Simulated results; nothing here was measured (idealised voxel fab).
Process module, titled voxel released beams
Square cell edge 5 nm, section width 260 nm, ID cut.
Heads up, the way a cross-section reads in here is a grid of square cells, handed over as bands from the top down, with every band being one or more rows of cells. Top height, bottom height, nm. Materials left to right, width each, nm. Single material + "everywhere" = fills band edge to edge. "air" = empty. A quick word on heights: they are counted from 0, and under that level the wafer as it came to us is one material throughout. The lowest band is different from the rest in having no bottom; it simply continues downward, written as in "0 -> down". Note: "30->40" means the width goes from the first number (top row of the band) to the second number (bottom row) in equal steps per row of cells. What does "remained the same" mean for a step? It means no cell of the cross-section changed in that step. The entry "Closed void list" lists the empty spaces that cover at least 8 cells and have no open path to the top. Each is written as width x height at distance, where the distance is measured from the left edge and all three values are in nm. That trailing text on a step's line, after the settings, is the simulator's own remark on the step. The "overlay nm" setting may appear on a step's line; for a step that uses a mask, it gives how far to the right of its planned position the mask lay, and a negative value indicates the left. From here on the document is pairs. In a pair, the cross-section before one process step comes with the cross-section after it, and the latter goes no deeper than the lowest band that changed. What lies in between, the step and its settings, is written under the pair. A pair may be from a different run of this module on the same starting wafer than the pair above it, so it continues from that pair only where its entry headed "Preceding state" says so.
PRECEDING STATE
0 -> down = Si everywhere
Closed void list: none
STATE AFTER STEP
5 -> 0 = Al2O3 everywhere
Below a height of 0, the structure has not been altered.
Closed void list: none
Between the two cross-sections shown above lies CONFORMAL_DEP: material Al2O3, thk nm 5
Preceding state: The cross-section prior to this step is the one presented after the step of the pair immediately above.
STATE AFTER STEP
15 -> 5 = SiO2 everywhere
Below a height of 5, the structure has not been altered.
Closed void list: none
Between the two cross-sections shown above lies DIRECTIONAL_DEP: material SiO2, thk nm 10
Preceding state: The cross-section prior to this step is the one presented after the step of the pair immediately above.
STATE AFTER STEP
35 -> 15 = resist (80) / air (25) / resist (155)
Below a height of 15, the structure has not been altered.
Closed void list: none
Between the two cross-sections shown above lies PATTERN: tone open, mask id ANCHOR, material resist, width nm 25, thk nm 20, overlay nm 0
Preceding state: The cross-section prior to this step is the one presented after the step of the pair immediately above.
STATE AFTER STEP
35 -> 15 = resist (80) / air (25) / resist (155)
15 -> 5 = SiO2 (80) / air (25) / SiO2 (155)
Below a height of 5, the structure has not been altered.
Closed void list: none
Between the two cross-sections shown above lies DIRECTIONAL_ETCH: etch materials SiO2, depth nm 10
Preceding state: The cross-section prior to this step is the one presented after the step of the pair immediately above.
STATE AFTER STEP
15 -> 5 = SiO2 (80) / air (25) / SiO2 (155)
Below a height of 5, the structure has not been altered.
Closed void list: none
Between the two cross-sections shown above lies STRIP: etch materials resist
Preceding state: The cross-section prior to this step is the one presented after the step of the pair immediately above.
STATE AFTER STEP
25 -> 15 = SiN (90) / air (5) / SiN (165)
15 -> 5 = SiO2 (80) / SiN (25) / SiO2 (155)
Below a height of 5, the structure has not been altered.
Closed void list: none
Between the two cross-sections shown above lies CONFORMAL_DEP: material SiN, thk nm 10
Preceding state: The cross-section prior to this step is the one presented after the step of the pair immediately above.
STATE AFTER STEP
40 -> 25 = air (75) / resist (105) / air (80)
25 -> 15 = SiN (90) / resist (5) / SiN (165)
Below a height of 15, the structure has not been altered.
Closed void list: none
Between the two cross-sections shown above lies PATTERN: tone cover, mask id BEAM, material resist, width nm 105, thk nm 15, overlay nm 0
Preceding state: The cross-section prior to this step is the one presented after the step of the pair immediately above.
STATE AFTER STEP
40 -> 25 = air (75) / resist (105) / air (80)
25 -> 15 = air (75) / SiN (15) / resist (5) / SiN (85) / air (80)
Below a height of 15, the structure has not been altered.
Closed void list: none
Between the two cross-sections shown above lies DIRECTIONAL_ETCH: etch materials SiN, depth nm 10
Preceding state: The cross-section prior to this step is the one presented after the step of the pair immediately above.
STATE AFTER STEP
25 -> 15 = air (75) / SiN (15) / air (5) / SiN (85) / air (80)
Below a height of 15, the structure has not been altered.
Closed void list: none
Between the two cross-sections shown above lies STRIP: etch materials resist
Preceding state: The cross-section prior to this step is the one presented after the step of the pair immediately above.
STATE AFTER STEP
25 -> 15 = air (75) / SiN (15) / air (5) / SiN (85) / air (80)
15 -> 5 = air (80) / SiN (25) / air (155)
Below a height of 5, the structure has not been altered.
Closed void list: none
Between the two cross-sections shown above lies STRIP: etch materials SiO2
PRECEDING STATE
0 -> down = Si everywhere
Closed void list: none
STATE AFTER STEP
10 -> 0 = SiO2 everywhere
Below a height of 0, the structure has not been altered.
Closed void list: none
Between the two cross-sections shown above lies DIRECTIONAL_DEP: material SiO2, thk nm 10
Preceding state: The cross-section prior to this step is the one presented after the step of the pair immediately above.
STATE AFTER STEP
30 -> 10 = resist (80) / air (25) / resist (155)
Below a height of 10, the structure has not been altered.
Closed void list: none
Between the two cross-sections shown above lies PATTERN: tone open, mask id ANCHOR, material resist, width nm 25, thk nm 20, overlay nm 0
Preceding state: The cross-section prior to this step is the one presented after the step of the pair immediately above.
STATE AFTER STEP
30 -> 10 = resist (80) / air (25) / resist (155)
10 -> 0 = SiO2 (80) / air (25) / SiO2 (155)
Below a height of 0, the structure has not been altered.
Closed void list: none
Between the two cross-sections shown above lies DIRECTIONAL_ETCH: etch materials SiO2, depth nm 10
Preceding state: The cross-section prior to this step is the one presented after the step of the pair immediately above.
STATE AFTER STEP
10 -> 0 = SiO2 (80) / air (25) / SiO2 (155)
Below a height of 0, the structure has not been altered.
Closed void list: none
Between the two cross-sections shown above lies STRIP: etch materials resist
Preceding state: The cross-section prior to this step is the one presented after the step of the pair immediately above.
STATE AFTER STEP
20 -> 10 = SiN (90) / air (5) / SiN (165)
10 -> 0 = SiO2 (80) / SiN (25) / SiO2 (155)
Below a height of 0, the structure has not been altered.
Closed void list: none
Between the two cross-sections shown above lies CONFORMAL_DEP: material SiN, thk nm 10
Preceding state: The cross-section prior to this step is the one presented after the step of the pair immediately above.
STATE AFTER STEP
35 -> 20 = air (75) / resist (105) / air (80)
20 -> 10 = SiN (90) / resist (5) / SiN (165)
Below a height of 10, the structure has not been altered.
Closed void list: none
Between the two cross-sections shown above lies PATTERN: tone cover, mask id BEAM, material resist, width nm 105, thk nm 15, overlay nm 0
Preceding state: The cross-section prior to this step is the one presented after the step of the pair immediately above.
STATE AFTER STEP
35 -> 20 = air (75) / resist (105) / air (80)
20 -> 10 = air (75) / SiN (15) / resist (5) / SiN (85) / air (80)
Below a height of 10, the structure has not been altered.
Closed void list: none
Between the two cross-sections shown above lies DIRECTIONAL_ETCH: etch materials SiN, depth nm 10
Preceding state: The cross-section prior to this step is the one presented after the step of the pair immediately above.
STATE AFTER STEP
20 -> 10 = air (75) / SiN (15) / air (5) / SiN (85) / air (80)
Below a height of 10, the structure has not been altered.
Closed void list: none
Between the two cross-sections shown above lies STRIP: etch materials resist
Preceding state: The cross-section prior to this step is the one presented after the step of the pair immediately above.
STATE AFTER STEP
20 -> 10 = air (75) / SiN (15) / air (5) / SiN (85) / air (80)
10 -> 0 = air (80) / SiN (25) / air (155)
Below a height of 0, the structure has not been altered.
Closed void list: none
Between the two cross-sections shown above lies STRIP: etch materials SiO2
PRECEDING STATE
10 -> 0 = SiO2 everywhere
0 -> down = Si everywhere
Closed void list: none
STATE AFTER STEP
15 -> 10 = Al2O3 everywhere
Below a height of 10, the structure has not been altered.
Closed void list: none
Between the two cross-sections shown above lies CONFORMAL_DEP: material Al2O3, thk nm 5
Preceding state: The cross-section prior to this step is the one presented after the step of the pair immediately above.
STATE AFTER STEP
35 -> 15 = resist (80) / air (25) / resist (155)
Below a height of 15, the structure has not been altered.
Closed void list: none
Between the two cross-sections shown above lies PATTERN: tone open, mask id ANCHOR, material resist, width nm 25, thk nm 20, overlay nm 0
Preceding state: The cross-section prior to this step is the one presented after the step of the pair immediately above.
STATE AFTER STEP
15 -> 10 = Al2O3 everywhere
Below a height of 10, the structure has not been altered.
Closed void list: none
Between the two cross-sections shown above lies STRIP: etch materials resist
Preceding state: The cross-section prior to this step is the one presented after the step of the pair immediately above.
STATE AFTER STEP
25 -> 15 = SiN everywhere
Below a height of 15, the structure has not been altered.
Closed void list: none
Between the two cross-sections shown above lies CONFORMAL_DEP: material SiN, thk nm 10
Preceding state: The cross-section prior to this step is the one presented after the step of the pair immediately above.
STATE AFTER STEP
40 -> 25 = air (75) / resist (105) / air (80)
Below a height of 25, the structure has not been altered.
Closed void list: none
Between the two cross-sections shown above lies PATTERN: tone cover, mask id BEAM, material resist, width nm 105, thk nm 15, overlay nm 0
Preceding state: The cross-section prior to this step is the one presented after the step of the pair immediately above.
STATE AFTER STEP
40 -> 25 = air (75) / resist (105) / air (80)
25 -> 15 = air (75) / SiN (105) / air (80)
Below a height of 15, the structure has not been altered.
Closed void list: none
Between the two cross-sections shown above lies DIRECTIONAL_ETCH: etch materials SiN, depth nm 10
Preceding state: The cross-section prior to this step is the one presented after the step of the pair immediately above.
STATE AFTER STEP
25 -> 15 = air (75) / SiN (105) / air (80)
Below a height of 15, the structure has not been altered.
Closed void list: none
Between the two cross-sections shown above lies STRIP: etch materials resist
PRECEDING STATE
15 -> 5 = SiO2 (80) / air (25) / SiO2 (155)
5 -> 0 = Al2O3 everywhere
0 -> down = Si everywhere
Closed void list: none
STATE AFTER STEP
30 -> 15 = SiN everywhere
15 -> 5 = SiO2 (80) / SiN (25) / SiO2 (155)
Below a height of 5, the structure has not been altered.
Closed void list: none
Between the two cross-sections shown above lies CONFORMAL_DEP: material SiN, thk nm 15
Preceding state: The cross-section prior to this step is the one presented after the step of the pair immediately above.
STATE AFTER STEP
45 -> 30 = air (75) / resist (105) / air (80)
Below a height of 30, the structure has not been altered.
Closed void list: none
Between the two cross-sections shown above lies PATTERN: tone cover, mask id BEAM, material resist, width nm 105, thk nm 15, overlay nm 0
Preceding state: The cross-section prior to this step is the one presented after the step of the pair immediately above.
STATE AFTER STEP
45 -> 30 = air (75) / resist (105) / air (80)
30 -> 20 = air (75) / SiN (105) / air (80)
Below a height of 20, the structure has not been altered.
Closed void list: none
Between the two cross-sections shown above lies DIRECTIONAL_ETCH: etch materials SiN, depth nm 10
Preceding state: The cross-section prior to this step is the one presented after the step of the pair immediately above.
STATE AFTER STEP
30 -> 20 = air (75) / SiN (105) / air (80)
Below a height of 20, the structure has not been altered.
Closed void list: none
Between the two cross-sections shown above lies STRIP: etch materials resist
PRECEDING STATE
25 -> 15 = SiN (90) / air (5) / SiN (165)
15 -> 5 = SiO2 (80) / SiN (25) / SiO2 (155)
5 -> 0 = Al2O3 everywhere
0 -> down = Si everywhere
Closed void list: none
STATE AFTER STEP
40 -> 25 = air (80) / resist (100) / air (80)
25 -> 15 = SiN (90) / resist (5) / SiN (165)
Below a height of 15, the structure has not been altered.
Closed void list: none
Between the two cross-sections shown above lies PATTERN: tone cover, mask id BEAM, material resist, width nm 100, thk nm 15, overlay nm 0
Preceding state: The cross-section prior to this step is the one presented after the step of the pair immediately above.
STATE AFTER STEP
40 -> 25 = air (80) / resist (100) / air (80)
25 -> 15 = air (80) / SiN (10) / resist (5) / SiN (85) / air (80)
Below a height of 15, the structure has not been altered.
Closed void list: none
Between the two cross-sections shown above lies DIRECTIONAL_ETCH: etch materials SiN, depth nm 10
Preceding state: The cross-section prior to this step is the one presented after the step of the pair immediately above.
STATE AFTER STEP
25 -> 15 = air (80) / SiN (10) / air (5) / SiN (85) / air (80)
Below a height of 15, the structure has not been altered.
Closed void list: none
Between the two cross-sections shown above lies STRIP: etch materials resist
Preceding state: The cross-section prior to this step is the one presented after the step of the pair immediately above.
STATE AFTER STEP
25 -> 15 = air (80) / SiN (10) / air (5) / SiN (85) / air (80)
15 -> 5 = air (80) / SiN (25) / air (155)
Below a height of 5, the structure has not been altered.
Closed void list: none
Between the two cross-sections shown above lies STRIP: etch materials SiO2
PRECEDING STATE
15 -> 5 = SiO2 everywhere
5 -> 0 = Al2O3 everywhere
0 -> down = Si everywhere
Closed void list: none
STATE AFTER STEP
35 -> 15 = resist (85) / air (25) / resist (150)
Below a height of 15, the structure has not been altered.
Closed void list: none
Between the two cross-sections shown above lies PATTERN: tone open, mask id ANCHOR, material resist, width nm 25, thk nm 20, overlay nm 5
Preceding state: The cross-section prior to this step is the one presented after the step of the pair immediately above.
STATE AFTER STEP
35 -> 15 = resist (85) / air (25) / resist (150)
15 -> 5 = SiO2 (85) / air (25) / SiO2 (150)
Below a height of 5, the structure has not been altered.
Closed void list: none
Between the two cross-sections shown above lies DIRECTIONAL_ETCH: etch materials SiO2, depth nm 10
Preceding state: The cross-section prior to this step is the one presented after the step of the pair immediately above.
STATE AFTER STEP
15 -> 5 = SiO2 (85) / air (25) / SiO2 (150)
Below a height of 5, the structure has not been altered.
Closed void list: none
Between the two cross-sections shown above lies STRIP: etch materials resist
Preceding state: The cross-section prior to this step is the one presented after the step of the pair immediately above.
STATE AFTER STEP
25 -> 15 = SiN (95) / air (5) / SiN (160)
15 -> 5 = SiO2 (85) / SiN (25) / SiO2 (150)
Below a height of 5, the structure has not been altered.
Closed void list: none
Between the two cross-sections shown above lies CONFORMAL_DEP: material SiN, thk nm 10
Preceding state: The cross-section prior to this step is the one presented after the step of the pair immediately above.
STATE AFTER STEP
40 -> 25 = air (75) / resist (105) / air (80)
25 -> 15 = SiN (95) / resist (5) / SiN (160)
Below a height of 15, the structure has not been altered.
Closed void list: none
Between the two cross-sections shown above lies PATTERN: tone cover, mask id BEAM, material resist, width nm 105, thk nm 15, overlay nm 0
Preceding state: The cross-section prior to this step is the one presented after the step of the pair immediately above.
STATE AFTER STEP
40 -> 25 = air (75) / resist (105) / air (80)
25 -> 15 = air (75) / SiN (20) / resist (5) / SiN (80) / air (80)
Below a height of 15, the structure has not been altered.
Closed void list: none
Between the two cross-sections shown above lies DIRECTIONAL_ETCH: etch materials SiN, depth nm 10
Preceding state: The cross-section prior to this step is the one presented after the step of the pair immediately above.
STATE AFTER STEP
25 -> 15 = air (75) / SiN (20) / air (5) / SiN (80) / air (80)
Below a height of 15, the structure has not been altered.
Closed void list: none
Between the two cross-sections shown above lies STRIP: etch materials resist
Preceding state: The cross-section prior to this step is the one presented after the step of the pair immediately above.
STATE AFTER STEP
25 -> 15 = air (75) / SiN (20) / air (5) / SiN (80) / air (80)
15 -> 5 = air (85) / SiN (25) / air (150)
Below a height of 5, the structure has not been altered.
Closed void list: none
Between the two cross-sections shown above lies STRIP: etch materials SiO2
PRECEDING STATE
35 -> 15 = resist (80) / air (25) / resist (155)
15 -> 5 = SiO2 (80) / air (25) / SiO2 (155)
5 -> 0 = Al2O3 everywhere
0 -> down = Si everywhere
Closed void list: none
STATE AFTER STEP
0 -> down = Si everywhere
Closed void list: none
Between the two cross-sections shown above lies STRIP: etch materials Al2O3
Preceding state: The cross-section prior to this step is the one presented after the step of the pair immediately above.
STATE AFTER STEP
10 -> 0 = SiN everywhere
Below a height of 0, the structure has not been altered.
Closed void list: none
Between the two cross-sections shown above lies CONFORMAL_DEP: material SiN, thk nm 10
Preceding state: The cross-section prior to this step is the one presented after the step of the pair immediately above.
STATE AFTER STEP
25 -> 10 = air (75) / resist (105) / air (80)
Below a height of 10, the structure has not been altered.
Closed void list: none
Between the two cross-sections shown above lies PATTERN: tone cover, mask id BEAM, material resist, width nm 105, thk nm 15, overlay nm 0
Preceding state: The cross-section prior to this step is the one presented after the step of the pair immediately above.
STATE AFTER STEP
25 -> 10 = air (75) / resist (105) / air (80)
10 -> 0 = air (75) / SiN (105) / air (80)
Below a height of 0, the structure has not been altered.
Closed void list: none
Between the two cross-sections shown above lies DIRECTIONAL_ETCH: etch materials SiN, depth nm 10
Preceding state: The cross-section prior to this step is the one presented after the step of the pair immediately above.
STATE AFTER STEP
10 -> 0 = air (75) / SiN (105) / air (80)
Below a height of 0, the structure has not been altered.
Closed void list: none
Between the two cross-sections shown above lies STRIP: etch materials resist
PRECEDING STATE
15 -> 5 = SiO2 everywhere
5 -> 0 = Al2O3 everywhere
0 -> down = Si everywhere
Closed void list: none
STATE AFTER STEP
35 -> 15 = air (80) / resist (25) / air (155)
Below a height of 15, the structure has not been altered.
Closed void list: none
Between the two cross-sections shown above lies PATTERN: tone cover, mask id ANCHOR, material resist, width nm 25, thk nm 20, overlay nm 0
Preceding state: The cross-section prior to this step is the one presented after the step of the pair immediately above.
STATE AFTER STEP
35 -> 15 = air (80) / resist (25) / air (155)
15 -> 5 = air (80) / SiO2 (25) / air (155)
Below a height of 5, the structure has not been altered.
Closed void list: none
Between the two cross-sections shown above lies DIRECTIONAL_ETCH: etch materials SiO2, depth nm 10
Preceding state: The cross-section prior to this step is the one presented after the step of the pair immediately above.
STATE AFTER STEP
15 -> 5 = air (80) / SiO2 (25) / air (155)
Below a height of 5, the structure has not been altered.
Closed void list: none
Between the two cross-sections shown above lies STRIP: etch materials resist
Preceding state: The cross-section prior to this step is the one presented after the step of the pair immediately above.
STATE AFTER STEP
25 -> 15 = air (70) / SiN (45) / air (145)
15 -> 5 = SiN (80) / SiO2 (25) / SiN (155)
Below a height of 5, the structure has not been altered.
Closed void list: none
Between the two cross-sections shown above lies CONFORMAL_DEP: material SiN, thk nm 10
Preceding state: The cross-section prior to this step is the one presented after the step of the pair immediately above.
STATE AFTER STEP
40 -> 25 = air (75) / resist (105) / air (80)
25 -> 15 = air (70) / SiN (45) / resist (65) / air (80)
Below a height of 15, the structure has not been altered.
Closed void list: none
Between the two cross-sections shown above lies PATTERN: tone cover, mask id BEAM, material resist, width nm 105, thk nm 15, overlay nm 0
Preceding state: The cross-section prior to this step is the one presented after the step of the pair immediately above.
STATE AFTER STEP
40 -> 25 = air (75) / resist (105) / air (80)
25 -> 15 = air (75) / SiN (40) / resist (65) / air (80)
15 -> 5 = air (70) / SiN (10) / SiO2 (25) / SiN (75) / air (80)
Below a height of 5, the structure has not been altered.
Closed void list: none
Between the two cross-sections shown above lies DIRECTIONAL_ETCH: etch materials SiN, depth nm 10
Preceding state: The cross-section prior to this step is the one presented after the step of the pair immediately above.
STATE AFTER STEP
25 -> 15 = air (75) / SiN (40) / air (145)
Below a height of 15, the structure has not been altered.
Closed void list: none
Between the two cross-sections shown above lies STRIP: etch materials resist
